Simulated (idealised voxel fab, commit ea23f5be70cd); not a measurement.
A process module follows: voxel wiring stack.
We display cut, a cross-section 195 nm in width whose square cells are each 5 nm.
A cross-section is a grid of square cells, given in bands from the top down. A band is one or more rows of cells.
Within each band entry, the heights of the top and of the bottom of the band appear first, in that order and in nm; the materials of the band then follow from left to right, each with its corresponding width in nm. The designation "all across" on a single material indicates that it fills the band from edge to edge; the designation "empty" indicates empty space.
Counting heights begins at 0, where everything beneath is, in the wafer as received, one material. The lowest band has no bottom; it goes on downwards, as "from 0 down" shows.
A width such as "30..40" changes by the same amount from each row of cells to the next, from the band's top row to its bottom row.
Basically "stayed the same" means that step didn't change any cell in the cross-section.
In the "Closed internal voids" entry, you get each enclosed empty space of 8 cells or more, one with no open way to the top, written width x height at distance, distance from the left edge, in nm.
The remark found on a step's line after its settings is issued by the simulator itself and pertains to that step.
"overlay nm" answers the question of how far to the right of plan the mask lay on a step that has a mask, and when it is negative the answer is to the left.
[Set out below are the planned steps of the process]
step 1: RECEIVE: material Si
step 2: CONFORMAL_DEP: material SiO2, thk nm 10
step 3: DIRECTIONAL_DEP: material TiN, thk nm 5
step 4: DIRECTIONAL_DEP: material W, thk nm 20
step 5: MASKED_ETCH: tone cover, mask id METAL_1, width nm 25, pitch nm 40, etch materials W, depth nm 20, overlay nm 0
step 6: MASKED_ETCH: tone cover, mask id METAL_1, width nm 25, pitch nm 40, etch materials TiN, depth nm 5, overlay nm 0
step 7: CONFORMAL_DEP: material SiN, thk nm 5
step 8: FILL_DEP: material lowk, thk nm 5
step 9: CMP: height nm 35
step 10: CONFORMAL_DEP: material SiCN, thk nm 5
step 11: DIRECTIONAL_DEP: material lowk, thk nm 15
step 12: MASKED_ETCH: tone open, mask id PLUG_1, width nm 15, pitch nm 40, etch materials lowk, depth nm 15, overlay nm 0
step 13: MASKED_ETCH: tone open, mask id PLUG_1, width nm 15, pitch nm 40, etch materials SiCN, depth nm 5, overlay nm 0
step 14: EPI: material Ru, thk nm 10
step 15: EPI: material Ru, thk nm 10
step 16: CONFORMAL_DEP: material SiCN, thk nm 5
step 17: DIRECTIONAL_DEP: material SiO2, thk nm 20
step 18: PATTERN: tone open, mask id METAL_2, material resist, width nm 25, pitch nm 40, thk nm 20, overlay nm 0
step 19: DIRECTIONAL_ETCH: etch materials SiO2, depth nm 20
step 20: DIRECTIONAL_ETCH: etch materials SiCN, depth nm 5
step 21: STRIP: etch materials resist
step 22: CONFORMAL_DEP: material TiN, thk nm 5
step 23: FILL_DEP: material Ru, thk nm 5
step 24: CMP: height nm 80
step 25: CONFORMAL_DEP: material SiCN, thk nm 5
[Cross-section of the incoming wafer, state after step 1]
from 0 down: Si all across
Closed internal voids: none
[End-of-module XS, first of two wafers, run as planned]
from 85 to 80: SiCN all across
from 80 to 60: SiO2 (25) / TiN (5) / Ru (15) / TiN (5) / SiO2 (15) / TiN (5) / Ru (15) / TiN (5) / SiO2 (15) / TiN (5) / Ru (15) / TiN (5) / SiO2 (15) / TiN (5) / Ru (15) / TiN (5) / SiO2 (25)
from 60 to 55: SiCN (25) / TiN (25) / SiCN (15) / TiN (25) / SiCN (15) / TiN (25) / SiCN (15) / TiN (25) / SiCN (25)
from 55 to 40: lowk (25) / Ru (15) / lowk (25) / Ru (15) / lowk (25) / Ru (15) / lowk (25) / Ru (15) / lowk (35)
from 40 to 35: SiCN (25) / Ru (15) / SiCN (25) / Ru (15) / SiCN (25) / Ru (15) / SiCN (25) / Ru (15) / SiCN (35)
from 35 to 15: lowk (20) / SiN (5) / W (25) / SiN (5) / lowk (5) / SiN (5) / W (25) / SiN (5) / lowk (5) / SiN (5) / W (25) / SiN (5) / lowk (5) / SiN (5) / W (25) / SiN (5) / lowk (20)
from 15 to 10: SiN (25) / TiN (25) / SiN (15) / TiN (25) / SiN (15) / TiN (25) / SiN (15) / TiN (25) / SiN (25)
from 10 to 0: SiO2 all across
from 0 down: Si all across
Closed internal voids: none
[Cross-section, wafer two of two, end of module: same start and plan as wafer one, one error in execution]
from 85 to 80: SiCN all across
from 80 to 70: TiN (5) / SiO2 (20) / TiN (5) / Ru (15) / TiN (5) / SiO2 (15) / TiN (5) / Ru (15) / TiN (5) / SiO2 (15) / TiN (5) / Ru (15) / TiN (5) / SiO2 (15) / TiN (5) / Ru (15) / TiN (5) / SiO2 (10) / TiN (5) / Ru (10)
from 70 to 65: TiN (5) / SiO2 (20) / TiN (5) / Ru (15) / TiN (5) / SiO2 (15) / TiN (5) / Ru (15) / TiN (5) / SiO2 (15) / TiN (5) / Ru (15) / TiN (5) / SiO2 (15) / TiN (5) / Ru (15) / TiN (5) / SiO2 (10) / TiN (15)
from 65 to 60: SiO2 (25) / TiN (5) / Ru (15) / TiN (5) / SiO2 (15) / TiN (5) / Ru (15) / TiN (5) / SiO2 (15) / TiN (5) / Ru (15) / TiN (5) / SiO2 (15) / TiN (5) / Ru (15) / TiN (5) / SiO2 (25)
from 60 to 55: SiO2 (5) / SiCN (20) / TiN (25) / SiCN (15) / TiN (25) / SiCN (15) / TiN (25) / SiCN (15) / TiN (25) / SiCN (10) / SiO2 (15)
from 55 to 45: SiO2 (5) / SiCN (5) / Ru (165) / SiCN (5) / SiO2 (15)
from 45 to 40: SiCN (10) / Ru (165) / SiCN (20)
from 40 to 35: SiCN (25) / Ru (15) / SiCN (25) / Ru (15) / SiCN (25) / Ru (15) / SiCN (25) / Ru (15) / SiCN (35)
from 35 to 15: lowk (20) / SiN (5) / W (25) / SiN (5) / lowk (5) / SiN (5) / W (25) / SiN (5) / lowk (5) / SiN (5) / W (25) / SiN (5) / lowk (5) / SiN (5) / W (25) / SiN (5) / lowk (20)
from 15 to 10: SiN (25) / TiN (25) / SiN (15) / TiN (25) / SiN (15) / TiN (25) / SiN (15) / TiN (25) / SiN (25)
from 10 to 0: SiO2 all across
from 0 down: Si all across
Closed internal voids: none
Here's what went sideways: step 11 was left out
End check, counted in cells, second wafer has more or fewer of these materials than the first: Ru: 67 more | SiCN: 6 more | TiN: 8 more | lowk: 81 fewer
